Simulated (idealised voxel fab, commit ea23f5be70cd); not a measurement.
The process module that follows is named voxel self aligned contacts.
We display cut, a cross-section 220 nm in width whose square cells are each 5 nm.
Cross-section, as written here: a square-cell grid given band by band from the top down, where a band holds one or more rows of cells.
For a band, the entry starts with two heights in nm, that of the top and then that of the bottom, and carries on with the band's materials in order from left to right, each alongside its width in nm; the word "throughout" beside a single material means it fills the band edge to edge, and "empty" means empty space.
A quick word on heights: they are counted from 0, and under that level the wafer as it came to us is one material throughout. The lowest band is different from the rest in having no bottom; it simply continues downward, written as in "z 0 and below".
So if you see something like "30->40" for the width, read it as the top row of the band sitting at the first number and the bottom row at the second, with every row in between moving by the same amount as the last.
Basically "nothing different" means that step didn't change any cell in the cross-section.
"Enclosed voids" enumerates empty spaces isolated from the top, with no open way to it, that contain at least 8 cells, giving each as width x height at distance from the left edge, all three in nm.
Text after the settings on a step's line: the simulator's own remark on that step.
overlay nm: mask offset rightward from planned place, masked step; negative means leftward offset.

# Here's what the planned process steps look like
1,op RECEIVE | material Si
2,op CONFORMAL_DEP | material SiO2 | thk nm 5
3,op DIRECTIONAL_DEP | material polySi | thk nm 20
4,op DIRECTIONAL_DEP | material SiN | thk nm 15
5,op DIRECTIONAL_DEP | material aC | thk nm 15
6,op PATTERN | tone cover | mask id GATE | material resist | width nm 20 | pitch nm 65 | thk nm 35 | overlay nm 0
7,op DIRECTIONAL_ETCH | etch materials aC | depth nm 15
8,op STRIP | etch materials resist
9,op DIRECTIONAL_ETCH | etch materials SiN | depth nm 15
10,op DIRECTIONAL_ETCH | etch materials polySi | depth nm 20
11,op STRIP | etch materials aC
12,op CONFORMAL_DEP | material SiN | thk nm 5
13,op DIRECTIONAL_ETCH | etch materials SiN | depth nm 5
14,op FILL_DEP | material SiO2 | thk nm 15
15,op CMP | height nm 45
16,op MASKED_ETCH | tone open | mask id CONTACT | width nm 45 | etch materials SiO2 | depth nm 45 | overlay nm 0
17,op CONFORMAL_DEP | material TiN | thk nm 5
18,op FILL_DEP | material Ru | thk nm 10
19,op CMP | height nm 45
20,op CONFORMAL_DEP | material SiCN | thk nm 5
The wafers in this document start out alike and differ in the width nm applied at step 6; the plan shows the value used for the first wafer.

# Cross-section, first of several wafers, as delivered after step 1
  z 0 and below: Si throughout
  Enclosed voids: none

# Basically each wafer gets a line in the table, showing it at the end of the module: material by material, the cells it gained (+) or lost (-) since we got it, then its closed voids
width nm 20 | +40 Ru | +44 SiCN | +52 SiN | +247 SiO2 | +25 TiN | +32 polySi | Enclosed voids: none
width nm 25 | +32 Ru | +44 SiCN | +58 SiN | +241 SiO2 | +25 TiN | +40 polySi | Enclosed voids: none
width nm 30 | +24 Ru | +44 SiCN | +64 SiN | +235 SiO2 | +25 TiN | +48 polySi | Enclosed voids: none
width nm 35 | +16 Ru | +44 SiCN | +70 SiN | +229 SiO2 | +25 TiN | +56 polySi | Enclosed voids: none
width nm 40 | +8 Ru | +44 SiCN | +76 SiN | +223 SiO2 | +25 TiN | +64 polySi | Enclosed voids: none
width nm 45 | +44 SiCN | +82 SiN | +217 SiO2 | +25 TiN | +72 polySi | Enclosed voids: none
